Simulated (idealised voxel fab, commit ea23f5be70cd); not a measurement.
Proc. module: voxel capacitor over wiring
Square cells of 5 nm make up the cross-section cut, whose width is 235 nm.
In this document a cross-section is written as a grid of square cells. It is given as a series of bands, listed from the top down, and a band is one or more rows of cells. Each band's line starts with the height of the band's top and of its bottom, in nm. Then come its materials from left to right, each with its width in nm. One material with "all across" fills the band from edge to edge. "empty" is empty space. Height 0 is the level under which the wafer as received is all one material. The lowest band goes on downwards, as in "from 0 down". Width spec "30..40" -> top row of cells at first value, bottom row at second value, equal per-row change in between. It should be understood that the words "stayed the same", when stated for a given step, signify that the cross-section underwent no change in any of its cells during that step. Entry "Sealed internal cavities". Content: empty spaces with no open connection to the top, size 8 cells or greater. Each: width x height at distance. Distance: from left edge. Unit: nm. Step line, after settings: the simulator's comment on this step. The line of a step may include "overlay nm". On a step with a mask, this value is how far to the right of its planned place the mask lay. A negative value means the mask lay to the left.

Planned step list for the process:
1) RECEIVE | material Si
2) CONFORMAL_DEP | material SiO2 | thk nm 15
3) CONFORMAL_DEP | material SiCN | thk nm 5
4) DIRECTIONAL_DEP | material lowk | thk nm 20
5) DIRECTIONAL_DEP | material aC | thk nm 10
6) PATTERN | tone open | mask id METAL_1 | material resist | width nm 25 | pitch nm 85 | thk nm 25 | overlay nm 0
7) DIRECTIONAL_ETCH | etch materials aC | depth nm 10
8) STRIP | etch materials resist
9) DIRECTIONAL_ETCH | etch materials lowk | depth nm 20
10) DIRECTIONAL_ETCH | etch materials SiCN | depth nm 5
11) STRIP | etch materials aC
12) CONFORMAL_DEP | material TiN | thk nm 5
13) FILL_DEP | material Cu | thk nm 10
14) CMP | height nm 40
15) CONFORMAL_DEP | material SiCN | thk nm 5
16) DIRECTIONAL_DEP | material SiO2 | thk nm 15
17) PATTERN | tone open | mask id PLUG_1 | material resist | width nm 15 | thk nm 20 | overlay nm 0
18) DIRECTIONAL_ETCH | etch materials SiO2 | depth nm 15
19) DIRECTIONAL_ETCH | etch materials SiCN | depth nm 5
20) STRIP | etch materials resist
21) CONFORMAL_DEP | material TiN | thk nm 5
22) FILL_DEP | material Ru | thk nm 10
23) CMP | height nm 60
24) DIRECTIONAL_DEP | material TiN | thk nm 5
25) DIRECTIONAL_DEP | material HfO2 | thk nm 5
26) DIRECTIONAL_DEP | material TiN | thk nm 5
27) PATTERN | tone cover | mask id UPPER_PLATE | material resist | width nm 65 | thk nm 20 | overlay nm 0
28) DIRECTIONAL_ETCH | etch materials TiN | depth nm 5
29) DIRECTIONAL_ETCH | etch materials HfO2 | depth nm 5
30) STRIP | etch materials resist
31) MASKED_ETCH | tone cover | mask id LOWER_PLATE | width nm 75 | etch materials TiN | depth nm 5 | overlay nm 0
32) FILL_DEP | material SiO2 | thk nm 15
33) CMP | height nm 85
34) PATTERN | tone open | mask id PLUG_2 | material resist | width nm 15 | thk nm 20 | overlay nm 0
35) DIRECTIONAL_ETCH | etch materials SiO2 | depth nm 10
36) STRIP | etch materials resist
37) CONFORMAL_DEP | material TiN | thk nm 5
38) FILL_DEP | material W | thk nm 5
39) CMP | height nm 85
40) CONFORMAL_DEP | material SiN | thk nm 5

Cross-section of the incoming wafer, state after step 1:
  from 0 down  Si all across
  Sealed internal cavities: none

Post-module cross-section: identical start and plan to those above, one misstep in execution:
  from 90 to 85  SiN all across
  from 85 to 80  80 SiO2 | 5 TiN | 5 W | 5 TiN | 140 SiO2
  from 80 to 70  80..70 SiO2 | 15..65 TiN | 140..100 SiO2
  from 70 to 65  70 SiO2 | 65 HfO2 | 100 SiO2
  from 65 to 60  65 SiO2 | 75 TiN | 95 SiO2
  from 60 to 55  70 SiCN | 15 TiN | 150 SiCN
  from 55 to 40  SiO2 all across
  from 40 to 20  60 lowk | 5 TiN | 15 Cu | 5 TiN | 60 lowk | 5 TiN | 15 Cu | 5 TiN | 65 lowk
  from 20 to 15  60 SiCN | 25 TiN | 60 SiCN | 25 TiN | 65 SiCN
  from 15 to 0  SiO2 all across
  from 0 down  Si all across
  Sealed internal cavities: none
What went wrong in running the wafer? deviation from plan: step 16 and step 15 executed in one another's positions
